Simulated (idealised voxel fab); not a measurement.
This is a process module. Its name is voxel transistor to metal.
This is section cut - it's 175 nm across, gridded in 5 nm square cells.
Cross-section format: a grid of square cells, given as bands from top to bottom; each band is one or more rows of cells.
Top height, bottom height, nm. Materials left to right, width each, nm. Single material + "everywhere" = fills band edge to edge. "empty" = empty.
A quick word on heights: they are counted from 0, and under that level the wafer as it came to us is one material throughout. The lowest band is different from the rest in having no bottom; it simply continues downward, written as in "top 0, no bottom".
Width "30->40": first value at the band's top row of cells, second value at its bottom row, equal change from row to row.
"remained the same" means the step left every cell of the cross-section as it was.
Enclosed internal cavities: empty space of 8 cells or more with no open way to the top, each as width x height at its distance from the left edge, in nm
What comes after the settings on a step's line is commentary from the simulator itself on that step.
"overlay nm" on a masked step: distance the mask lay right of its planned place, negative for left.
# plan
step 1: op RECEIVE | material Si
step 2: op OXIDIZE | depth nm 5
step 3: op CONFORMAL_DEP | material SiN | thk nm 15
step 4: op PATTERN | tone cover | mask id ACTIVE | material resist | width nm 105 | thk nm 15 | overlay nm -15
step 5: op DIRECTIONAL_ETCH | etch materials SiN | depth nm 15
step 6: op DIRECTIONAL_ETCH | etch materials SiO2 | depth nm 5
step 7: op DIRECTIONAL_ETCH | etch materials Si | depth nm 30
step 8: op STRIP | etch materials resist
step 9: op OXIDIZE | depth nm 5
step 10: op FILL_DEP | material SiO2 | thk nm 15
step 11: op CMP | height nm 15
step 12: op SELECTIVE_ETCH | etch materials SiO2 | depth nm 5
step 13: op STRIP | etch materials SiN
step 14: op SELECTIVE_ETCH | etch materials SiO2 | depth nm 5
step 15: op OXIDIZE | depth nm 5
step 16: op DIRECTIONAL_DEP | material polySi | thk nm 30
step 17: op DIRECTIONAL_DEP | material SiCN | thk nm 10
step 18: op DIRECTIONAL_DEP | material aC | thk nm 10
step 19: op PATTERN | tone cover | mask id GATE | material resist | width nm 25 | thk nm 30 | overlay nm 0
step 20: op DIRECTIONAL_ETCH | etch materials aC | depth nm 10
step 21: op STRIP | etch materials resist
step 22: op DIRECTIONAL_ETCH | etch materials SiCN | depth nm 20
step 23: op DIRECTIONAL_ETCH | etch materials polySi | depth nm 40
step 24: op STRIP | etch materials aC
step 25: op CONFORMAL_DEP | material SiN | thk nm 10
step 26: op DIRECTIONAL_ETCH | etch materials SiN | depth nm 10
step 27: op DIRECTIONAL_ETCH | etch materials SiO2 | depth nm 5
step 28: op DIRECTIONAL_ETCH | etch materials Si | depth nm 10
step 29: op EPI | material SiGe | thk nm 10
step 30: op FILL_DEP | material SiO2 | thk nm 10
step 31: op CMP | height nm 25
step 32: op STRIP | etch materials polySi
step 33: op SELECTIVE_ETCH | etch materials SiO2 | depth nm 5
step 34: op CONFORMAL_DEP | material HfO2 | thk nm 5
step 35: op CONFORMAL_DEP | material TiN | thk nm 5
step 36: op FILL_DEP | material W | thk nm 5
step 37: op CMP | height nm 20
step 38: op DIRECTIONAL_DEP | material SiO2 | thk nm 15
step 39: op MASKED_ETCH | tone open | mask id CONTACT | width nm 20 | pitch nm 75 | etch materials SiO2 | depth nm 45 | overlay nm 0
step 40: op CONFORMAL_DEP | material TiN | thk nm 5
step 41: op FILL_DEP | material Ru | thk nm 5
step 42: op CMP | height nm 35
step 43: op DIRECTIONAL_DEP | material TiN | thk nm 5
step 44: op DIRECTIONAL_DEP | material W | thk nm 25
step 45: op DIRECTIONAL_DEP | material aC | thk nm 15
step 46: op PATTERN | tone cover | mask id METAL_1 | material resist | width nm 20 | pitch nm 75 | thk nm 35 | overlay nm 0
step 47: op DIRECTIONAL_ETCH | etch materials aC | depth nm 15
step 48: op STRIP | etch materials resist
step 49: op DIRECTIONAL_ETCH | etch materials W | depth nm 25
step 50: op DIRECTIONAL_ETCH | etch materials TiN | depth nm 5
step 51: op STRIP | etch materials aC
step 52: op FILL_DEP | material SiO2 | thk nm 5
step 53: op CMP | height nm 65
step 54: op CONFORMAL_DEP | material SiCN | thk nm 5
step 55: op DIRECTIONAL_DEP | material lowk | thk nm 30
step 56: op DIRECTIONAL_DEP | material aC | thk nm 15
step 57: op PATTERN | tone open | mask id METAL_2 | material resist | width nm 20 | pitch nm 75 | thk nm 30 | overlay nm 0
step 58: op DIRECTIONAL_ETCH | etch materials aC | depth nm 15
step 59: op STRIP | etch materials resist
step 60: op DIRECTIONAL_ETCH | etch materials lowk | depth nm 15
step 61: op STRIP | etch materials aC
step 62: op DIRECTIONAL_DEP | material aC | thk nm 15
step 63: op PATTERN | tone open | mask id METAL_2_HOLES | material resist | width nm 15 | pitch nm 75 | thk nm 30 | overlay nm 0
step 64: op DIRECTIONAL_ETCH | etch materials aC | depth nm 15
step 65: op STRIP | etch materials resist
step 66: op DIRECTIONAL_ETCH | etch materials lowk | depth nm 15
step 67: op DIRECTIONAL_ETCH | etch materials SiCN | depth nm 5
step 68: op STRIP | etch materials aC
step 69: op CONFORMAL_DEP | material TiN | thk nm 5
step 70: op FILL_DEP | material Cu | thk nm 5
step 71: op CMP | height nm 100
step 72: op CONFORMAL_DEP | material SiN | thk nm 5
Every wafer here starts from the same state; it is the step 4 overlay nm that distinguishes them, and the value the plan gives belongs to the first wafer.
# First of several wafers, received after step 1, in cross-section
	top 0, no bottom: Si everywhere
	Enclosed internal cavities: none
# each wafer at the end: cells of each material gained (+) or lost (-) since it was received, then its closed voids
overlay nm -15 | +16 Cu | +17 HfO2 | +24 Ru | -186 Si | +29 SiCN | +28 SiGe | +63 SiN | +443 SiO2 | +89 TiN | +44 W | +168 lowk | Enclosed internal cavities: none
overlay nm -10 | +16 Cu | +17 HfO2 | +24 Ru | -186 Si | +29 SiCN | +28 SiGe | +63 SiN | +443 SiO2 | +89 TiN | +44 W | +168 lowk | Enclosed internal cavities: none
overlay nm -5 | +16 Cu | +17 HfO2 | +25 Ru | -186 Si | +29 SiCN | +28 SiGe | +63 SiN | +440 SiO2 | +91 TiN | +44 W | +168 lowk | Enclosed internal cavities: none
overlay nm 0 | +16 Cu | +17 HfO2 | +28 Ru | -186 Si | +29 SiCN | +28 SiGe | +63 SiN | +437 SiO2 | +91 TiN | +44 W | +168 lowk | Enclosed internal cavities: none
overlay nm 5 | +16 Cu | +17 HfO2 | +25 Ru | -186 Si | +29 SiCN | +28 SiGe | +63 SiN | +440 SiO2 | +91 TiN | +44 W | +168 lowk | Enclosed internal cavities: none
overlay nm 10 | +16 Cu | +17 HfO2 | +24 Ru | -186 Si | +29 SiCN | +28 SiGe | +63 SiN | +443 SiO2 | +89 TiN | +44 W | +168 lowk | Enclosed internal cavities: none
overlay nm 15 | +16 Cu | +17 HfO2 | +24 Ru | -186 Si | +29 SiCN | +28 SiGe | +63 SiN | +443 SiO2 | +89 TiN | +44 W | +168 lowk | Enclosed internal cavities: none
